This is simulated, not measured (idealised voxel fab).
Herein follows the process module entitled voxel transistor to metal.
cross-section cut | 205 nm wide | cells 5 nm
The cross-sections in this document take the form of a grid made of square cells. They are written out as bands, in order from top to bottom. Each band consists of one or more rows of cells.
Within each band entry, the heights of the top and of the bottom of the band appear first, in that order and in nm; the materials of the band then follow from left to right, each with its corresponding width in nm. The designation "edge to edge" on a single material indicates that it fills the band from edge to edge; the designation "blank" indicates empty space.
Heads up on the height convention: 0 is the point under which the incoming wafer is all one material, and the lowest band has no bottom, it just keeps going down, like "top 0, no bottom".
It should be noted that a width expressed as "30->40" varies in equal increments from row to row of cells within the band, taking the value of the first number at the top row and that of the second number at the bottom row.
Step note "nothing was modified" = no cross-section cell changed.
"Cavities, closed" lists enclosed empty spaces (at least 8 cells, no open path upward to the top), each as width x height at distance from the left edge, in nm.
Anything after a step's settings on that line? It's the simulator's own note about the step.
overlay nm: how far to the right of its planned place the mask lay on this masked step (negative: to the left).

This section lists the process steps that were planned
| 1 | RECEIVE with material Si |
| 2 | OXIDIZE with depth nm 5 |
| 3 | CONFORMAL_DEP with material SiN, thk nm 15 |
| 4 | DIRECTIONAL_DEP with material aC, thk nm 10 |
| 5 | PATTERN with tone cover, mask id ACTIVE, material resist, width nm 105, thk nm 30, overlay nm 0 |
| 6 | DIRECTIONAL_ETCH with etch materials aC, depth nm 10 |
| 7 | STRIP with etch materials resist |
| 8 | DIRECTIONAL_ETCH with etch materials SiN, depth nm 15 |
| 9 | DIRECTIONAL_ETCH with etch materials SiO2, depth nm 5 |
| 10 | DIRECTIONAL_ETCH with etch materials Si, depth nm 35 |
| 11 | STRIP with etch materials aC |
| 12 | FILL_DEP with material SiO2, thk nm 15 |
| 13 | CMP with height nm 15 |
| 14 | SELECTIVE_ETCH with etch materials SiO2, depth nm 5 |
| 15 | STRIP with etch materials SiN |
| 16 | SELECTIVE_ETCH with etch materials SiO2, depth nm 5 |
| 17 | OXIDIZE with depth nm 5 |
| 18 | DIRECTIONAL_DEP with material polySi, thk nm 25 |
| 19 | DIRECTIONAL_DEP with material SiCN, thk nm 15 |
| 20 | MASKED_ETCH with tone cover, mask id GATE, width nm 25, etch materials SiCN, depth nm 25, overlay nm 0 |
| 21 | MASKED_ETCH with tone cover, mask id GATE, width nm 25, etch materials polySi, depth nm 35, overlay nm 0 |
| 22 | CONFORMAL_DEP with material SiN, thk nm 5 |
| 23 | DIRECTIONAL_ETCH with etch materials SiN, depth nm 5 |
| 24 | DIRECTIONAL_ETCH with etch materials SiO2, depth nm 5 |
| 25 | EPI with material SiGe, thk nm 5 |
| 26 | FILL_DEP with material SiO2, thk nm 5 |
| 27 | CMP with height nm 35 |
| 28 | DIRECTIONAL_DEP with material SiO2, thk nm 10 |
| 29 | MASKED_ETCH with tone open, mask id CONTACT, width nm 30, pitch nm 65, etch materials SiO2, depth nm 50, overlay nm 0 |
| 30 | CONFORMAL_DEP with material TiN, thk nm 5 |
| 31 | FILL_DEP with material W, thk nm 5 |
| 32 | CMP with height nm 45 |
| 33 | DIRECTIONAL_DEP with material TiN, thk nm 5 |
| 34 | DIRECTIONAL_DEP with material W, thk nm 25 |
| 35 | MASKED_ETCH with tone cover, mask id METAL_1, width nm 15, pitch nm 80, etch materials W, depth nm 25, overlay nm 0 |
| 36 | MASKED_ETCH with tone cover, mask id METAL_1, width nm 15, pitch nm 80, etch materials TiN, depth nm 5, overlay nm 0 |
| 37 | FILL_DEP with material lowk, thk nm 5 |
| 38 | CMP with height nm 75 |
| 39 | CONFORMAL_DEP with material SiCN, thk nm 5 |
| 40 | DIRECTIONAL_DEP with material lowk, thk nm 25 |
| 41 | DIRECTIONAL_DEP with material aC, thk nm 15 |
| 42 | PATTERN with tone open, mask id METAL_2, material resist, width nm 15, pitch nm 80, thk nm 30, overlay nm 0 |
| 43 | DIRECTIONAL_ETCH with etch materials aC, depth nm 15 |
| 44 | STRIP with etch materials resist |
| 45 | DIRECTIONAL_ETCH with etch materials lowk, depth nm 15 |
| 46 | STRIP with etch materials aC |
| 47 | DIRECTIONAL_DEP with material aC, thk nm 10 |
| 48 | PATTERN with tone open, mask id METAL_2_HOLES, material resist, width nm 15, pitch nm 80, thk nm 30, overlay nm 0 |
| 49 | DIRECTIONAL_ETCH with etch materials aC, depth nm 10 |
| 50 | STRIP with etch materials resist |
| 51 | DIRECTIONAL_ETCH with etch materials lowk, depth nm 10 |
| 52 | DIRECTIONAL_ETCH with etch materials SiCN, depth nm 5 |
| 53 | STRIP with etch materials aC |
| 54 | CONFORMAL_DEP with material TiN, thk nm 5 |
| 55 | FILL_DEP with material Cu, thk nm 5 |
| 56 | CMP with height nm 105 |
| 57 | CONFORMAL_DEP with material SiCN, thk nm 5 |

As received (post step 1): cross-section
top 0, no bottom = Si edge to edge
Cavities, closed: none

Cross-sectional view of the first of the two wafers upon completion of the module, processed in accordance with the plan
top 110, bottom 105 = SiCN edge to edge
top 105, bottom 80 = lowk 55 nm  TiN 5 nm  Cu 5 nm  TiN 5 nm  lowk 65 nm  TiN 5 nm  Cu 5 nm  TiN 5 nm  lowk 55 nm
top 80, bottom 75 = SiCN 55 nm  TiN 15 nm  SiCN 65 nm  TiN 15 nm  SiCN 55 nm
top 75, bottom 50 = lowk 55 nm  W 15 nm  lowk 65 nm  W 15 nm  lowk 55 nm
top 50, bottom 45 = lowk 55 nm  TiN 15 nm  lowk 65 nm  TiN 15 nm  lowk 55 nm
top 45, bottom 35 = SiO2 55 nm  TiN 5 nm  W 20 nm  TiN 5 nm  SiO2 35 nm  TiN 5 nm  W 20 nm  TiN 5 nm  SiO2 55 nm
top 35, bottom 20 = SiO2 55 nm  TiN 5 nm  W 20 nm  TiN 5 nm  SiN 5 nm  SiCN 25 nm  SiN 5 nm  TiN 5 nm  W 20 nm  TiN 5 nm  SiO2 55 nm
top 20, bottom 5 = SiO2 55 nm  TiN 5 nm  W 20 nm  TiN 5 nm  SiN 5 nm  polySi 25 nm  SiN 5 nm  TiN 5 nm  W 20 nm  TiN 5 nm  SiO2 55 nm
top 5, bottom 0 = SiO2 45 nm  SiN 5 nm  SiO2 5 nm  TiN 5 nm  W 20 nm  TiN 5 nm  SiN 5 nm  polySi 25 nm  SiN 5 nm  TiN 5 nm  W 20 nm  TiN 5 nm  SiO2 5 nm  SiN 5 nm  SiO2 45 nm
top 0, bottom -5 = SiO2 45 nm  SiN 5 nm  SiO2 5 nm  TiN 30 nm  SiN 5 nm  polySi 25 nm  SiN 5 nm  TiN 30 nm  SiO2 5 nm  SiN 5 nm  SiO2 45 nm
top -5, bottom -10 = SiO2 50 nm  SiGe 35 nm  SiO2 35 nm  SiGe 35 nm  SiO2 50 nm
top -10, bottom -40 = SiO2 50 nm  Si 105 nm  SiO2 50 nm
top -40, no bottom = Si edge to edge
Cavities, closed: none

Wafer two (of two), end-of-module cross-section: start = wafer one, plan = wafer one, one run mistake
top 110, bottom 105 = SiCN edge to edge
top 105, bottom 80 = lowk 55 nm  TiN 5 nm  Cu 5 nm  TiN 5 nm  lowk 65 nm  TiN 5 nm  Cu 5 nm  TiN 5 nm  lowk 55 nm
top 80, bottom 75 = SiCN 55 nm  TiN 15 nm  SiCN 65 nm  TiN 15 nm  SiCN 55 nm
top 75, bottom 50 = lowk 55 nm  W 15 nm  lowk 65 nm  W 15 nm  lowk 55 nm
top 50, bottom 45 = lowk 55 nm  TiN 15 nm  lowk 65 nm  TiN 15 nm  lowk 55 nm
top 45, bottom 35 = SiO2 55 nm  TiN 5 nm  W 20 nm  TiN 5 nm  SiO2 35 nm  TiN 5 nm  W 20 nm  TiN 5 nm  SiO2 55 nm
top 35, bottom 25 = SiO2 55 nm  TiN 5 nm  W 20 nm  TiN 5 nm  SiN 5 nm  SiCN 25 nm  SiN 5 nm  TiN 5 nm  W 20 nm  TiN 5 nm  SiO2 55 nm
top 25, bottom 5 = SiO2 55 nm  TiN 5 nm  W 20 nm  TiN 5 nm  SiN 5 nm  polySi 25 nm  SiN 5 nm  TiN 5 nm  W 20 nm  TiN 5 nm  SiO2 55 nm
top 5, bottom 0 = SiO2 45 nm  SiN 5 nm  SiO2 5 nm  TiN 5 nm  W 20 nm  TiN 5 nm  SiN 5 nm  polySi 25 nm  SiN 5 nm  TiN 5 nm  W 20 nm  TiN 5 nm  SiO2 5 nm  SiN 5 nm  SiO2 45 nm
top 0, bottom -5 = SiO2 45 nm  SiN 5 nm  SiO2 5 nm  TiN 30 nm  SiN 5 nm  polySi 25 nm  SiN 5 nm  TiN 30 nm  SiO2 5 nm  SiN 5 nm  SiO2 45 nm
top -5, bottom -10 = SiO2 50 nm  SiGe 35 nm  SiO2 35 nm  SiGe 35 nm  SiO2 50 nm
top -10, bottom -40 = SiO2 50 nm  Si 105 nm  SiO2 50 nm
top -40, no bottom = Si edge to edge
Cavities, closed: none
Want to know what went wrong? step 18 went in with a setting other than planned; the actual run was DIRECTIONAL_DEP with material polySi, thk nm 30
Final comparison by cell count, materials where the second wafer has more or fewer than the first: SiCN -5; polySi +5
